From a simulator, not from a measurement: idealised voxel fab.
A process module follows: voxel self aligned contacts.
Pictured: cross-section cut, 285 nm wide, on a grid of 5 nm square cells.
We lay out every cross-section as a grid of square cells and spell it out in bands from the top down, where one band means one or more rows of cells.
Read a band's entry like this: the first values are the height of its top and the height of its bottom in nm, and what follows is the sequence of materials from left to right, each with its width in nm. Note that "air" is empty space, and that a single material marked "edge to edge" reaches across the band from edge to edge.
We count height from 0. Below that, the starting wafer is all one material. The lowest band never ends at the bottom but goes on down; see "top 0, no bottom" for how that is written.
You'd read "30..40" like this: the band's top row of cells is as wide as the first number, its bottom row is as wide as the second, and going down, every row changes width by the same amount as the row before did.
What does "no modifications" mean for a step? It means no cell of the cross-section changed in that step.
Each empty space that has no open way to the top and spans at least 8 cells appears under "Sealed internal cavities" as width x height at distance, the distance counted from the left edge, all in nm.
That trailing text on a step's line, after the settings, is the simulator's own remark on the step.
overlay nm: for a step with a mask, the amount by which the mask lay right of where it was planned; a negative amount means left of it.

## List of planned process steps
1: RECEIVE: material Si
2: OXIDIZE: depth nm 5
3: DIRECTIONAL_DEP: material polySi, thk nm 20
4: DIRECTIONAL_DEP: material SiN, thk nm 20
5: PATTERN: tone cover, mask id GATE, material resist, width nm 30, pitch nm 65, thk nm 20, overlay nm 0
6: DIRECTIONAL_ETCH: etch materials SiN, depth nm 20
7: DIRECTIONAL_ETCH: etch materials polySi, depth nm 20
8: STRIP: etch materials resist
9: CONFORMAL_DEP: material SiN, thk nm 10
10: DIRECTIONAL_ETCH: etch materials SiN, depth nm 10
11: FILL_DEP: material SiO2, thk nm 15
12: CMP: height nm 50
13: MASKED_ETCH: tone open, mask id CONTACT, width nm 45, etch materials SiO2, depth nm 55, overlay nm 0
14: CONFORMAL_DEP: material TiN, thk nm 5
15: FILL_DEP: material W, thk nm 10
16: CMP: height nm 50
17: CONFORMAL_DEP: material SiN, thk nm 5

## Incoming wafer, cross-sectional view, post step 1
top 0, no bottom | Si edge to edge
Sealed internal cavities: none

## Same starting wafer, same plan as above, one mistake in the execution; this is the cross-section at the end of the module
top 55, bottom 50 | SiN edge to edge
top 50, bottom 40 | 110 of SiO2  5..30 of TiN  35..5 of W  5..10 of TiN  130 of SiO2
top 40, bottom 20 | 85 of SiO2  50 of SiN  5 of TiN  5 of W  5 of TiN  50 of SiN  85 of SiO2
top 20, bottom 0 | 85 of SiO2  10 of SiN  30 of polySi  10 of SiN  5 of TiN  5 of W  5 of TiN  10 of SiN  30 of polySi  10 of SiN  85 of SiO2
top 0, bottom -5 | 135 of SiO2  15 of TiN  135 of SiO2
top -5, no bottom | Si edge to edge
Sealed internal cavities: none
The plan and the run diverged here: in deviation from the planned setting, step 13 was conducted as MASKED_ETCH: tone open, mask id CONTACT, width nm 45, etch materials SiO2, depth nm 55, overlay nm -10
